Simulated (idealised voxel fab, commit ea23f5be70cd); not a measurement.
process module | voxel local oxidation
cross-section cut | 205 nm wide | cells 5 nm
A cross-section is a grid of square cells, given in bands from the top down. A band is one or more rows of cells.
Each band's line starts with the height of the band's top and of its bottom, in nm. Then come its materials from left to right, each with its width in nm. One material with "throughout" fills the band from edge to edge. "air" is empty space.
Height 0 is the level under which the wafer as received is all one material. The lowest band goes on downwards, as in "0 down".
A width such as "30 to 40" changes by the same amount from each row of cells to the next, from the band's top row to its bottom row.
"no change" after a step means that no cell of the cross-section changed.
closed voids: empty space of 8 cells or more with no open way to the top, each as width x height at its distance from the left edge, in nm
after a step's settings: what the simulator itself notes on the step
overlay nm, on a step with a mask: how far to the right of its planned place the mask lay; to the left if negative
plan
1 op RECEIVE | material Si
2 op CONFORMAL_DEP | material SiO2 | thk nm 5
3 op CONFORMAL_DEP | material SiN | thk nm 10
4 op DIRECTIONAL_DEP | material aC | thk nm 15
5 op PATTERN | tone cover | mask id ACTIVE | material resist | width nm 105 | thk nm 30 | overlay nm 0
6 op DIRECTIONAL_ETCH | etch materials aC | depth nm 15
7 op STRIP | etch materials resist
8 op DIRECTIONAL_ETCH | etch materials SiN | depth nm 10
9 op STRIP | etch materials aC
10 op SELECTIVE_ETCH | etch materials SiO2 | depth nm 5
11 op OXIDIZE | depth nm 15
12 op STRIP | etch materials SiN
first wafer, as planned
as received, after step 1
  0 down: Si throughout
  closed voids: none
after step 2
  5 to 0: SiO2 throughout
  below 0: unchanged
after step 3
  15 to 5: SiN throughout
  below 5: unchanged
after step 4
  30 to 15: aC throughout
  below 15: unchanged
after step 5
  60 to 30: air 50 | resist 105 | air 50
  below 30: unchanged
after step 6
  45 to 30: air 50 | resist 105 | air 50
  30 to 15: air 50 | aC 105 | air 50
  below 15: unchanged
after step 7
  30 to 15: air 50 | aC 105 | air 50
  below 15: unchanged
after step 8
  30 to 15: air 50 | aC 105 | air 50
  15 to 5: air 50 | SiN 105 | air 50
  below 5: unchanged
after step 9
  15 to 5: air 50 | SiN 105 | air 50
  below 5: unchanged
after step 10
  15 to 5: air 50 | SiN 105 | air 50
  5 to 0: air 55 | SiO2 95 | air 55
  below 0: unchanged
after step 11
  15 to 5: air 50 | SiN 105 | air 50
  5 to 0: air 55 | SiO2 95 | air 55
  0 to -15: SiO2 70 | Si 65 | SiO2 70
  below -15: unchanged
after step 12
  5 to 0: air 55 | SiO2 95 | air 55
  below 0: unchanged
second wafer: like start, like plan, one mistake. Through step 10 it matches the first wafer
when step 11 should have ended
  15 to 5: air 50 | SiN 105 | air 50
  5 to 0: air 55 | SiO2 95 | air 55
  0 to -20: SiO2 75 | Si 55 | SiO2 75
  below -20: unchanged
when step 12 should have ended
  5 to 0: air 55 | SiO2 95 | air 55
  below 0: unchanged
what went wrong: step 11 ran as: op OXIDIZE | depth nm 20
at the end the second wafer has, in cells: 36 fewer of Si | 36 more of SiO2
